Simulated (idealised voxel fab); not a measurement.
A process module follows: voxel ribs on slabs.
Shown is cross-section cut, with a width of 250 nm and square cells of size 5 nm.
Cross-section format: a grid of square cells, given as bands from top to bottom; each band is one or more rows of cells. First you get the band's top height and its bottom height, in nm, and then the materials it's made of, left to right, with each width in nm. If you see a single material with "throughout", that one covers the band edge to edge. "air" is empty space. Where do heights start? At 0: under that level the wafer as delivered is made of one material only. And the lowest band has no floor; it just carries on downward, as in "z 0 and below". Top row gets the first number, bottom row gets the second, and each row in between changes by the same step: that is how a band width like "30..40" works. "nothing different", as given for a step, is the statement that not any cell of the cross-section underwent a change during that step. Reported under the label "Closed cavity list" are the empty spaces having no open way to the top and comprising 8 cells or more; the notation for each is width x height at distance, in which the distance is measured from the left edge and all three values are in nm. after a step's settings: what the simulator itself notes on the step. "overlay nm" on a masked step: distance the mask lay right of its planned place, negative for left.
# Planned step list for the process
1 RECEIVE [material Si]
2 DIRECTIONAL_DEP [material SiO2] [thk nm 25]
3 DIRECTIONAL_DEP [material SiN] [thk nm 15]
4 MASKED_ETCH [tone cover] [mask id RIB] [width nm 20] [etch materials SiN] [depth nm 10] [overlay nm 0]
5 MASKED_ETCH [tone cover] [mask id SLAB] [width nm 60] [etch materials SiN] [depth nm 5] [overlay nm 0]
6 FILL_DEP [material SiO2] [thk nm 20]
7 CMP [height nm 50]
8 DIRECTIONAL_DEP [material TiN] [thk nm 5]
9 MASKED_ETCH [tone cover] [mask id HEATER] [width nm 30] [etch materials TiN] [depth nm 5] [overlay nm 0]
10 CONFORMAL_DEP [material SiO2] [thk nm 5]
# as received, after step 1
    z 0 and below  Si throughout
    Closed cavity list: none
# End-of-module cross-section of the first of two wafers, processed as planned
    z 60 to 55  air=105  SiO2=40  air=105
    z 55 to 50  SiO2=110  TiN=30  SiO2=110
    z 50 to 40  SiO2 throughout
    z 40 to 30  SiO2=115  SiN=20  SiO2=115
    z 30 to 25  SiO2=95  SiN=60  SiO2=95
    z 25 to 0  SiO2 throughout
    z 0 and below  Si throughout
    Closed cavity list: none
# The second wafer, shown in cross-section after the module: started the same way as the first and given the same plan, yet one mistake crept into how it was run
    z 55 to 50  air=110  TiN=30  air=110
    z 50 to 40  SiO2 throughout
    z 40 to 30  SiO2=115  SiN=20  SiO2=115
    z 30 to 25  SiO2=95  SiN=60  SiO2=95
    z 25 to 0  SiO2 throughout
    z 0 and below  Si throughout
    Closed cavity list: none
Against the plan, the run slipped here: the run left out plan step 10 entirely, so it was never executed
Final tally in cells, some materials are higher or lower on the second wafer than on the first: SiO2: 52 fewer
